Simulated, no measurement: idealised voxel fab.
Module name: voxel fin reveal (process module)
It is cross-section cut that appears here, measuring 240 nm in width, its square cells being 5 nm in size.
Heads up, the way a cross-section reads in here is a grid of square cells, handed over as bands from the top down, with every band being one or more rows of cells. Look at the band entry: it leads with the top's height and the bottom's height in nm. Then it lists the materials left to right, with a width in nm for each. The word "full width" on a single material says that material fills the band edge to edge. The word "empty" is empty space. Heights are reckoned from 0. Under this level, the received wafer is all of one material. The bottommost band is open-ended downward, for example "0 down". The notation "30->40" denotes a width that varies across the rows of cells in the band, beginning at the first number in the top row, finishing at the second number in the bottom row, and changing by an identical amount from each row to the next. Any step labelled "no change occurred" changed none of the cells in the cross-section. "Closed cavities" lists enclosed empty spaces (at least 8 cells, no open path upward to the top), each as width x height at distance from the left edge, in nm. Text after the settings on a step's line: the simulator's own remark on that step. overlay nm: right-of-plan distance of the mask on a masked step; negative values mean left-of-plan.
### List of planned process steps
1: RECEIVE with material Si
2: CONFORMAL_DEP with material SiN, thk nm 5
3: DIRECTIONAL_DEP with material aC, thk nm 15
4: PATTERN with tone cover, mask id FINS, material resist, width nm 15, pitch nm 45, thk nm 35, overlay nm 0
5: DIRECTIONAL_ETCH with etch materials aC, depth nm 15
6: STRIP with etch materials resist
7: DIRECTIONAL_ETCH with etch materials SiN, depth nm 5
8: DIRECTIONAL_ETCH with etch materials Si, depth nm 35
9: STRIP with etch materials aC
10: FILL_DEP with material SiO2, thk nm 15
11: CMP with height nm 5
12: SELECTIVE_ETCH with etch materials SiO2, depth nm 30
13: STRIP with etch materials SiN
14: CONFORMAL_DEP with material HfO2, thk nm 5
### This is the cross-section of the wafer as we received it, i.e. after step 1
  0 down: Si full width
  Closed cavities: none
### Post-module cross-section: identical start and plan to those above, one misstep in execution
  5 to 0: empty: 60  HfO2: 25  empty: 20  HfO2: 25  empty: 20  HfO2: 25  empty: 65
  0 to -20: empty: 60  HfO2: 5  Si: 15  HfO2: 5  empty: 20  HfO2: 5  Si: 15  HfO2: 5  empty: 20  HfO2: 5  Si: 15  HfO2: 5  empty: 65
  -20 to -25: HfO2: 40  empty: 20  HfO2: 5  Si: 15  HfO2: 5  empty: 20  HfO2: 5  Si: 15  HfO2: 5  empty: 20  HfO2: 5  Si: 15  HfO2: 5  empty: 20  HfO2: 45
  -25 to -30: SiO2: 35  HfO2: 30  Si: 15  HfO2: 30  Si: 15  HfO2: 30  Si: 15  HfO2: 30  SiO2: 40
  -30 to -35: SiO2: 65  Si: 15  SiO2: 30  Si: 15  SiO2: 30  Si: 15  SiO2: 70
  -35 down: Si full width
  Closed cavities: none
In executing the process, a mistake was made relative to the plan: steps 12 and 13 got flipped, so each one ran where the other should have
